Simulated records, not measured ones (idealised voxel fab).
The name of this process module is voxel self aligned contacts.
The width of the displayed cross-section, cut, is 180 nm; its cells are square, with a size of 5 nm.
Cross-section format: a grid of square cells, given as bands from top to bottom; each band is one or more rows of cells.
The entry gives the band's vertical extent as a top height and a bottom height in nm, then its horizontal make-up as materials from left to right, each with a width in nm. "empty" stands for empty space; a single material marked "all across" fills the band edge to edge.
We count height from 0. Below that, the starting wafer is all one material. The lowest band never ends at the bottom but goes on down; see "0..down" for how that is written.
A two-number width, for instance "30 to 40", indicates that the width is equal to the first number in the top row of the band and to the second number in the bottom row, and that it changes by a constant amount per row of cells.
"no modification" for a step: no cell of the cross-section changed in that step.
For the entry "Sealed internal voids", the listed items are empty spaces with no open way to the top whose size is 8 cells or more; each item follows the pattern width x height at distance, where distance is from the left edge and all three are in nm.
Where a step's line continues beyond its settings, the continuation is a remark by the simulator itself on that step.
The setting "overlay nm" may be written on the line of a step. When the step uses a mask, the value reports how far to the right of the planned place the mask lay, and a negative value reports that it lay to the left.
-- The following list gives the planned process steps
1,RECEIVE,material Si
2,CONFORMAL_DEP,material SiO2,thk nm 5
3,DIRECTIONAL_DEP,material polySi,thk nm 30
4,DIRECTIONAL_DEP,material SiN,thk nm 20
5,MASKED_ETCH,tone cover,mask id GATE,width nm 30,pitch nm 65,etch materials SiN,depth nm 20,overlay nm 0
6,MASKED_ETCH,tone cover,mask id GATE,width nm 30,pitch nm 65,etch materials polySi,depth nm 30,overlay nm 0
7,CONFORMAL_DEP,material SiN,thk nm 10
8,DIRECTIONAL_ETCH,etch materials SiN,depth nm 10
9,FILL_DEP,material SiO2,thk nm 15
10,CMP,height nm 65
11,PATTERN,tone open,mask id CONTACT,material resist,width nm 45,thk nm 20,overlay nm 0
12,DIRECTIONAL_ETCH,etch materials SiO2,depth nm 65
13,STRIP,etch materials resist
14,CONFORMAL_DEP,material TiN,thk nm 5
15,FILL_DEP,material Ru,thk nm 10
16,CMP,height nm 65
17,CONFORMAL_DEP,material SiN,thk nm 5
-- The first of two wafers, run as planned
-- Wafer cross-section on receipt, i.e. after step 1
  0..down: Si all across
  Sealed internal voids: none
-- So this is the wafer cross-section right after step 2
  5..0: SiO2 all across
  Nothing below the height 0 has changed.
-- So this is the wafer cross-section right after step 3
  35..5: polySi all across
  Nothing below the height 5 has changed.
-- So this is the wafer cross-section right after step 4
  55..35: SiN all across
  Nothing below the height 35 has changed.
-- So this is the wafer cross-section right after step 5
  55..35: 40 of empty | 30 of SiN | 35 of empty | 30 of SiN | 45 of empty
  Nothing below the height 35 has changed.
-- So this is the wafer cross-section right after step 6
  55..35: 40 of empty | 30 of SiN | 35 of empty | 30 of SiN | 45 of empty
  35..5: 40 of empty | 30 of polySi | 35 of empty | 30 of polySi | 45 of empty
  Nothing below the height 5 has changed.
-- So this is the wafer cross-section right after step 7
  65..35: 30 of empty | 50 of SiN | 15 of empty | 50 of SiN | 35 of empty
  35..15: 30 of empty | 10 of SiN | 30 of polySi | 10 of SiN | 15 of empty | 10 of SiN | 30 of polySi | 10 of SiN | 35 of empty
  15..5: 40 of SiN | 30 of polySi | 35 of SiN | 30 of polySi | 45 of SiN
  Nothing below the height 5 has changed.
-- So this is the wafer cross-section right after step 8
  55..35: 30 of empty | 50 of SiN | 15 of empty | 50 of SiN | 35 of empty
  35..5: 30 of empty | 10 of SiN | 30 of polySi | 10 of SiN | 15 of empty | 10 of SiN | 30 of polySi | 10 of SiN | 35 of empty
  Nothing below the height 5 has changed.
-- So this is the wafer cross-section right after step 9
  70..55: SiO2 all across
  55..35: 30 of SiO2 | 50 of SiN | 15 of SiO2 | 50 of SiN | 35 of SiO2
  35..5: 30 of SiO2 | 10 of SiN | 30 of polySi | 10 of SiN | 15 of SiO2 | 10 of SiN | 30 of polySi | 10 of SiN | 35 of SiO2
  Nothing below the height 5 has changed.
-- So this is the wafer cross-section right after step 10
  65..55: SiO2 all across
  Nothing below the height 55 has changed.
-- So this is the wafer cross-section right after step 11
  85..65: 65 of resist | 45 of empty | 70 of resist
  Nothing below the height 65 has changed.
-- So this is the wafer cross-section right after step 12
  85..65: 65 of resist | 45 of empty | 70 of resist
  65..55: 65 of SiO2 | 45 of empty | 70 of SiO2
  55..35: 30 of SiO2 | 50 of SiN | 15 of empty | 50 of SiN | 35 of SiO2
  35..5: 30 of SiO2 | 10 of SiN | 30 of polySi | 10 of SiN | 15 of empty | 10 of SiN | 30 of polySi | 10 of SiN | 35 of SiO2
  5..0: 80 of SiO2 | 15 of empty | 85 of SiO2
  Nothing below the height 0 has changed.
-- So this is the wafer cross-section right after step 13
  65..55: 65 of SiO2 | 45 of empty | 70 of SiO2
  Nothing below the height 55 has changed.
-- So this is the wafer cross-section right after step 14
  70..65: 70 of TiN | 35 of empty | 75 of TiN
  65..55: 65 of SiO2 | 5 to 20 of TiN | 35 to 5 of empty | 5 to 20 of TiN | 70 of SiO2
  55..35: 30 of SiO2 | 50 of SiN | 5 of TiN | 5 of empty | 5 of TiN | 50 of SiN | 35 of SiO2
  35..5: 30 of SiO2 | 10 of SiN | 30 of polySi | 10 of SiN | 5 of TiN | 5 of empty | 5 of TiN | 10 of SiN | 30 of polySi | 10 of SiN | 35 of SiO2
  5..0: 80 of SiO2 | 15 of TiN | 85 of SiO2
  Nothing below the height 0 has changed.
-- So this is the wafer cross-section right after step 15
  80..70: Ru all across
  70..65: 70 of TiN | 35 of Ru | 75 of TiN
  65..55: 65 of SiO2 | 5 to 20 of TiN | 35 to 5 of Ru | 5 to 20 of TiN | 70 of SiO2
  55..35: 30 of SiO2 | 50 of SiN | 5 of TiN | 5 of Ru | 5 of TiN | 50 of SiN | 35 of SiO2
  35..5: 30 of SiO2 | 10 of SiN | 30 of polySi | 10 of SiN | 5 of TiN | 5 of Ru | 5 of TiN | 10 of SiN | 30 of polySi | 10 of SiN | 35 of SiO2
  Nothing below the height 5 has changed.
-- So this is the wafer cross-section right after step 16
  65..55: 65 of SiO2 | 5 to 20 of TiN | 35 to 5 of Ru | 5 to 20 of TiN | 70 of SiO2
  Nothing below the height 55 has changed.
-- So this is the wafer cross-section right after step 17
  70..65: SiN all across
  Nothing below the height 65 has changed.
-- Companion wafer, the second of two: same beginning, same intended sequence, one mistake in carrying it out; through step 10 inclusive it tracks the first exactly
-- X-section, second wafer, when step 11 was due to finish
  85..65: 75 of resist | 45 of empty | 60 of resist
  Nothing below the height 65 has changed.
-- X-section, second wafer, when step 12 was due to finish
  85..65: 75 of resist | 45 of empty | 60 of resist
  65..55: 75 of SiO2 | 45 of empty | 60 of SiO2
  55..35: 30 of SiO2 | 50 of SiN | 15 of empty | 50 of SiN | 35 of SiO2
  35..5: 30 of SiO2 | 10 of SiN | 30 of polySi | 10 of SiN | 15 of empty | 10 of SiN | 30 of polySi | 10 of SiN | 35 of SiO2
  5..0: 80 of SiO2 | 15 of empty | 85 of SiO2
  Nothing below the height 0 has changed.
-- X-section, second wafer, when step 13 was due to finish
  65..55: 75 of SiO2 | 45 of empty | 60 of SiO2
  Nothing below the height 55 has changed.
-- X-section, second wafer, when step 14 was due to finish
  70..65: 80 of TiN | 35 of empty | 65 of TiN
  65..55: 75 of SiO2 | 5 to 10 of TiN | 35 to 5 of empty | 5 to 30 of TiN | 60 of SiO2
  55..35: 30 of SiO2 | 50 of SiN | 5 of TiN | 5 of empty | 5 of TiN | 50 of SiN | 35 of SiO2
  35..5: 30 of SiO2 | 10 of SiN | 30 of polySi | 10 of SiN | 5 of TiN | 5 of empty | 5 of TiN | 10 of SiN | 30 of polySi | 10 of SiN | 35 of SiO2
  5..0: 80 of SiO2 | 15 of TiN | 85 of SiO2
  Nothing below the height 0 has changed.
-- X-section, second wafer, when step 15 was due to finish
  80..70: Ru all across
  70..65: 80 of TiN | 35 of Ru | 65 of TiN
  65..55: 75 of SiO2 | 5 to 10 of TiN | 35 to 5 of Ru | 5 to 30 of TiN | 60 of SiO2
  55..35: 30 of SiO2 | 50 of SiN | 5 of TiN | 5 of Ru | 5 of TiN | 50 of SiN | 35 of SiO2
  35..5: 30 of SiO2 | 10 of SiN | 30 of polySi | 10 of SiN | 5 of TiN | 5 of Ru | 5 of TiN | 10 of SiN | 30 of polySi | 10 of SiN | 35 of SiO2
  Nothing below the height 5 has changed.
-- X-section, second wafer, when step 16 was due to finish
  65..55: 75 of SiO2 | 5 to 10 of TiN | 35 to 5 of Ru | 5 to 30 of TiN | 60 of SiO2
  Nothing below the height 55 has changed.
-- X-section, second wafer, when step 17 was due to finish
  70..65: SiN all across
  Nothing below the height 65 has changed.
Plan not followed: step 11 ran with different settings than intended, the actual operation and settings being PATTERN,tone open,mask id CONTACT,material resist,width nm 45,thk nm 20,overlay nm 10
So at the finish, the second wafer's got exactly as many cells of each material as the first, just not in the same spots.
